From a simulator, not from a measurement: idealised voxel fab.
Process module in this document: voxel fin reveal
It is cross-section cut that appears here, measuring 200 nm in width, its square cells being 5 nm in size.
A cross-section is a grid of square cells, given in bands from the top down. A band is one or more rows of cells. This entry defines a band. It first specifies the height of the band's top and the height of its bottom in nm, and then specifies the band's materials from left to right, stating each material with its width in nm. The word "throughout" identifies a single material that fills the band from edge to edge, while the word "blank" identifies empty space. Measure heights from 0. That's the level where, below it, the as-received wafer is all one material. The lowest band is bottomless and extends downward; write it as in "0 down". A width given as "30 to 40" starts at the first number in the band's top row and ends at the second number in its bottom row, shifting by an equal amount at every step from row to row. No cell of the cross-section changed in a step that is given as "left unchanged". The list in "Catalogued sealed voids" covers empty spaces of 8 cells or more that cannot reach the top through any open way, and it gives each as width x height at distance; the distance is from the left edge, and width, height and distance are in nm. It should be noted that, on the line of a given step, the content following the step's settings is a remark produced by the simulator itself with respect to that step. Steps that use a mask can have "overlay nm" on their line. It says how far the mask sat to the right of where it was meant to be. Negative means to the left.
[The steps planned for the process are as follows]
1) RECEIVE,material Si
2) CONFORMAL_DEP,material SiN,thk nm 5
3) DIRECTIONAL_DEP,material aC,thk nm 10
4) PATTERN,tone cover,mask id FINS,material resist,width nm 15,pitch nm 35,thk nm 30,overlay nm 0
5) DIRECTIONAL_ETCH,etch materials aC,depth nm 10
6) STRIP,etch materials resist
7) DIRECTIONAL_ETCH,etch materials SiN,depth nm 5
8) DIRECTIONAL_ETCH,etch materials Si,depth nm 35
9) STRIP,etch materials aC
10) OXIDIZE,depth nm 5
11) FILL_DEP,material SiO2,thk nm 5
12) CMP,height nm 5
13) SELECTIVE_ETCH,etch materials SiO2,depth nm 20
14) STRIP,etch materials SiN
[Here's what the wafer looked like in cross-section when it arrived - that's after step 1]
0 down = Si throughout
Catalogued sealed voids: none
[Cross-section taken at module completion on the first of two wafers; processed per the plan]
0 to -15 = blank 45 nm  Si 5 nm  blank 30 nm  Si 5 nm  blank 30 nm  Si 5 nm  blank 30 nm  Si 5 nm  blank 45 nm
-15 to -40 = SiO2 45 nm  Si 5 nm  SiO2 30 nm  Si 5 nm  SiO2 30 nm  Si 5 nm  SiO2 30 nm  Si 5 nm  SiO2 45 nm
-40 down = Si throughout
Catalogued sealed voids: none
[Wafer two, end of module, cross-section. Same start, same plan as wafer one. One mistake in the run]
5 to 0 = aC 40 nm  blank 15 nm  aC 20 nm  blank 15 nm  aC 20 nm  blank 15 nm  aC 20 nm  blank 15 nm  aC 40 nm
0 to -35 = aC 40 nm  SiO2 5 nm  Si 5 nm  SiO2 5 nm  aC 20 nm  SiO2 5 nm  Si 5 nm  SiO2 5 nm  aC 20 nm  SiO2 5 nm  Si 5 nm  SiO2 5 nm  aC 20 nm  SiO2 5 nm  Si 5 nm  SiO2 5 nm  aC 40 nm
-35 to -40 = SiO2 45 nm  Si 5 nm  SiO2 30 nm  Si 5 nm  SiO2 30 nm  Si 5 nm  SiO2 30 nm  Si 5 nm  SiO2 45 nm
-40 down = Si throughout
Catalogued sealed voids: none
Deviation from plan: not per plan at step 11, really ran FILL_DEP,material aC,thk nm 5
The closing comparison, in cells, has the second wafer with more or fewer of some materials than the first: 88 fewer of SiO2; 224 more of aC
